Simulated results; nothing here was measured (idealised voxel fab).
Process module, titled voxel wiring stack
In the cross-section labelled cut, the width is 220 nm and each square cell is 5 nm.
Reading order for cross-sections: top band down to bottom band. Underlying form: a grid of square cells. Band size: one or more rows of cells. Band entry format. Leading values: height of top, height of bottom, nm. Remainder: materials in left-to-right order, each with its width in nm. Special words: "throughout" on a single material, which then fills the band edge to edge; "air", empty space. Convention: height 0 is the level below which the wafer, as received, is all one material. The lowest band does not terminate at the bottom but continues downward, represented as "z 0 and below". Width: "30 to 40" (first number = top row, second number = bottom row, same change from row to row of cells). You'll sometimes find "nothing changed" written for a step, and that's the way of saying that nowhere in the cross-section did a cell change during that step. "Completely enclosed voids" contains a list of empty spaces, each no smaller than 8 cells and without an open way to the top, written in the form width x height at distance with the distance from the left edge and all three in nm. Formally, on a step line, whatever follows the settings is a remark that the simulator itself makes on the step. overlay nm: for a step with a mask, the amount by which the mask lay right of where it was planned; a negative amount means left of it.
[These are the steps we planned for the process]
1,RECEIVE | material Si
2,CONFORMAL_DEP | material SiO2 | thk nm 10
3,CONFORMAL_DEP | material SiN | thk nm 5
4,DIRECTIONAL_DEP | material lowk | thk nm 20
5,MASKED_ETCH | tone open | mask id METAL_1 | width nm 30 | pitch nm 50 | etch materials lowk | depth nm 20 | overlay nm 0
6,MASKED_ETCH | tone open | mask id METAL_1 | width nm 30 | pitch nm 50 | etch materials SiN | depth nm 5 | overlay nm 0
7,CONFORMAL_DEP | material TiN | thk nm 5
8,FILL_DEP | material Cu | thk nm 10
9,CMP | height nm 35
10,EPI | material Ru | thk nm 5
11,FILL_DEP | material SiCN | thk nm 5
12,DIRECTIONAL_DEP | material lowk | thk nm 20
13,MASKED_ETCH | tone open | mask id PLUG_1 | width nm 15 | etch materials lowk | depth nm 20 | overlay nm 0
14,MASKED_ETCH | tone open | mask id PLUG_1 | width nm 15 | etch materials SiCN | depth nm 5 | overlay nm 0
15,EPI | material Ru | thk nm 10
16,EPI | material Ru | thk nm 10
17,EPI | material Ru | thk nm 5
18,CONFORMAL_DEP | material SiN | thk nm 5
19,DIRECTIONAL_DEP | material lowk | thk nm 25
20,MASKED_ETCH | tone open | mask id METAL_2 | width nm 30 | pitch nm 50 | etch materials lowk | depth nm 25 | overlay nm 0
21,MASKED_ETCH | tone open | mask id METAL_2 | width nm 30 | pitch nm 50 | etch materials SiN | depth nm 5 | overlay nm 0
22,CONFORMAL_DEP | material TiN | thk nm 5
23,FILL_DEP | material W | thk nm 10
24,CMP | height nm 95
25,CONFORMAL_DEP | material SiCN | thk nm 5
26,DIRECTIONAL_DEP | material SiO2 | thk nm 15
27,PATTERN | tone open | mask id PLUG_2 | material resist | width nm 15 | pitch nm 50 | thk nm 20 | overlay nm 0
28,DIRECTIONAL_ETCH | etch materials SiO2 | depth nm 15
29,DIRECTIONAL_ETCH | etch materials SiCN | depth nm 5
30,STRIP | etch materials resist
31,EPI | material Ru | thk nm 10
32,EPI | material Ru | thk nm 10
33,CONFORMAL_DEP | material SiCN | thk nm 5
34,DIRECTIONAL_DEP | material SiO2 | thk nm 15
35,MASKED_ETCH | tone open | mask id METAL_3 | width nm 20 | pitch nm 50 | etch materials SiO2 | depth nm 15 | overlay nm 0
36,MASKED_ETCH | tone open | mask id METAL_3 | width nm 30 | pitch nm 50 | etch materials SiCN | depth nm 5 | overlay nm 0
37,CONFORMAL_DEP | material TiN | thk nm 5
38,FILL_DEP | material W | thk nm 5
39,CMP | height nm 135
40,EPI | material Ru | thk nm 5
41,FILL_DEP | material SiCN | thk nm 5
42,DIRECTIONAL_DEP | material SiO2 | thk nm 10
43,MASKED_ETCH | tone open | mask id PLUG_3 | width nm 15 | pitch nm 50 | etch materials SiO2 | depth nm 10 | overlay nm 0
44,MASKED_ETCH | tone open | mask id PLUG_3 | width nm 15 | pitch nm 50 | etch materials SiCN | depth nm 5 | overlay nm 0
45,EPI | material Ru | thk nm 10
46,EPI | material Ru | thk nm 5
47,CONFORMAL_DEP | material SiCN | thk nm 5
48,DIRECTIONAL_DEP | material lowk | thk nm 15
49,MASKED_ETCH | tone open | mask id METAL_4 | width nm 30 | pitch nm 50 | etch materials lowk | depth nm 15 | overlay nm 0
50,MASKED_ETCH | tone open | mask id METAL_4 | width nm 30 | pitch nm 50 | etch materials SiCN | depth nm 5 | overlay nm 0
51,CONFORMAL_DEP | material TiN | thk nm 5
52,FILL_DEP | material W | thk nm 10
53,CMP | height nm 175
54,CONFORMAL_DEP | material SiCN | thk nm 5
varied across the wafers: width nm of step 35. The plan shows the first wafer's value. All wafers start alike
[As-received cross-section, first of several wafers, post step 1]
* z 0 and below: Si throughout
* Completely enclosed voids: none
[Below is a per-wafer table. In it, each row describes the wafer at the end of the module by giving, for each material, the number of cells gained (+) or lost (-) since the wafer was received, and after that the closed voids of the wafer]
width nm 20; +32 Cu; +85 Ru; +289 SiCN; +64 SiN; +386 SiO2; +104 TiN; +76 W; +548 lowk; Completely enclosed voids: none
width nm 25; +32 Cu; +87 Ru; +285 SiCN; +64 SiN; +380 SiO2; +106 TiN; +82 W; +548 lowk; Completely enclosed voids: none
width nm 30; +32 Cu; +89 Ru; +281 SiCN; +64 SiN; +374 SiO2; +108 TiN; +88 W; +548 lowk; Completely enclosed voids: none
width nm 35; +32 Cu; +91 Ru; +279 SiCN; +64 SiN; +368 SiO2; +110 TiN; +92 W; +548 lowk; Completely enclosed voids: none
